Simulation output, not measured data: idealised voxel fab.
The process module that follows is named voxel transistor to metal.
Pictured: cross-section cut, 190 nm wide, on a grid of 5 nm square cells.
This document writes a cross-section as a grid whose cells are square, and gives it as bands, listed from the top down; one or more rows of cells form a band.
The entry gives the band's vertical extent as a top height and a bottom height in nm, then its horizontal make-up as materials from left to right, each with a width in nm. "air" stands for empty space; a single material marked "edge to edge" fills the band edge to edge.
Height is counted from the level 0, under which the received wafer is composed throughout of one material. The lowest of the bands is not closed at the bottom but continues downward, in the notation "0 nm and below".
Graded width ("30..40"): value in top row of band = first number; value in bottom row = second number; row-to-row change constant.
"nothing different" -> step changed no cross-section cell.
The entry "Encapsulated voids" lists the empty spaces that cover at least 8 cells and have no open path to the top. Each is written as width x height at distance, where the distance is measured from the left edge and all three values are in nm.
Heads up: the bit after the settings on a step's line is the simulator's remark on that step.
"overlay nm" on a masked step: distance the mask lay right of its planned place, negative for left.

### Steps in the process plan
1: RECEIVE | material Si
2: OXIDIZE | depth nm 5
3: CONFORMAL_DEP | material SiN | thk nm 15
4: MASKED_ETCH | tone cover | mask id ACTIVE | width nm 100 | etch materials SiN | depth nm 15 | overlay nm 0
5: MASKED_ETCH | tone cover | mask id ACTIVE | width nm 100 | etch materials SiO2 | depth nm 5 | overlay nm 0
6: MASKED_ETCH | tone cover | mask id ACTIVE | width nm 100 | etch materials Si | depth nm 30 | overlay nm 0
7: FILL_DEP | material SiO2 | thk nm 15
8: CMP | height nm 15
9: SELECTIVE_ETCH | etch materials SiO2 | depth nm 5
10: STRIP | etch materials SiN
11: SELECTIVE_ETCH | etch materials SiO2 | depth nm 5
12: OXIDIZE | depth nm 5
13: DIRECTIONAL_DEP | material polySi | thk nm 25
14: DIRECTIONAL_DEP | material SiCN | thk nm 15
15: MASKED_ETCH | tone cover | mask id GATE | width nm 20 | etch materials SiCN | depth nm 25 | overlay nm 0
16: MASKED_ETCH | tone cover | mask id GATE | width nm 20 | etch materials polySi | depth nm 35 | overlay nm 0
17: CONFORMAL_DEP | material SiN | thk nm 10
18: DIRECTIONAL_ETCH | etch materials SiN | depth nm 10
19: DIRECTIONAL_ETCH | etch materials SiO2 | depth nm 5
20: DIRECTIONAL_ETCH | etch materials Si | depth nm 5
21: EPI | material nSi | thk nm 5
22: FILL_DEP | material SiO2 | thk nm 5
23: CMP | height nm 35
24: DIRECTIONAL_DEP | material SiO2 | thk nm 15
25: MASKED_ETCH | tone open | mask id CONTACT | width nm 20 | pitch nm 70 | etch materials SiO2 | depth nm 60 | overlay nm 0
26: CONFORMAL_DEP | material TiN | thk nm 5
27: FILL_DEP | material Ru | thk nm 10
28: CMP | height nm 50
29: DIRECTIONAL_DEP | material TiN | thk nm 5
30: DIRECTIONAL_DEP | material Ru | thk nm 15
31: PATTERN | tone cover | mask id METAL_1 | material resist | width nm 20 | pitch nm 70 | thk nm 20 | overlay nm 0
32: DIRECTIONAL_ETCH | etch materials Ru | depth nm 15
33: DIRECTIONAL_ETCH | etch materials TiN | depth nm 5
34: STRIP | etch materials resist
35: CONFORMAL_DEP | material SiN | thk nm 5
36: FILL_DEP | material SiO2 | thk nm 5
37: CMP | height nm 70
38: CONFORMAL_DEP | material SiCN | thk nm 5

### Cross-section: wafer on arrival = after step 1
  0 nm and below  Si edge to edge
  Encapsulated voids: none

### Here's the wafer cut in cross-section after the module, started and planned just like above, except one thing was done wrong in the run
  75 nm to 70 nm  SiCN edge to edge
  70 nm to 60 nm  SiO2 (45)  SiN (5)  Ru (20)  SiN (5)  SiO2 (40)  SiN (5)  Ru (20)  SiN (5)  SiO2 (45)
  60 nm to 55 nm  SiN (50)  Ru (20)  SiN (50)  Ru (20)  SiN (50)
  55 nm to 50 nm  polySi edge to edge
  50 nm to 35 nm  SiO2 (50)  TiN (5)  Ru (10)  TiN (5)  SiO2 (50)  TiN (5)  Ru (10)  TiN (5)  SiO2 (50)
  35 nm to 20 nm  SiO2 (50)  TiN (5)  Ru (10)  TiN (5)  SiO2 (5)  SiN (10)  SiCN (20)  SiN (10)  SiO2 (5)  TiN (5)  Ru (10)  TiN (5)  SiO2 (50)
  20 nm to 5 nm  SiO2 (50)  TiN (5)  Ru (10)  TiN (5)  SiO2 (5)  SiN (10)  polySi (20)  SiN (10)  SiO2 (5)  TiN (5)  Ru (10)  TiN (5)  SiO2 (50)
  5 nm to -5 nm  SiO2 (40)  SiN (10)  TiN (5..10)  Ru (10..5)  TiN (5)  SiO2 (5)  SiN (10)  polySi (20)  SiN (10)  SiO2 (5)  TiN (5)  Ru (10..5)  TiN (5..10)  SiN (10)  SiO2 (40)
  -5 nm to -10 nm  SiO2 (50)  nSi (5)  TiN (15)  nSi (5)  SiO2 (40)  nSi (5)  TiN (15)  nSi (5)  SiO2 (50)
  -10 nm to -15 nm  SiO2 (45)  Si (5)  nSi (25)  Si (40)  nSi (25)  Si (5)  SiO2 (45)
  -15 nm to -35 nm  SiO2 (45)  Si (100)  SiO2 (45)
  -35 nm and below  Si edge to edge
  Encapsulated voids: none
It is concluded that the wafer was processed incorrectly with respect to the plan, in that step 29, actual vs plan mismatch, actual run DIRECTIONAL_DEP | material polySi | thk nm 5
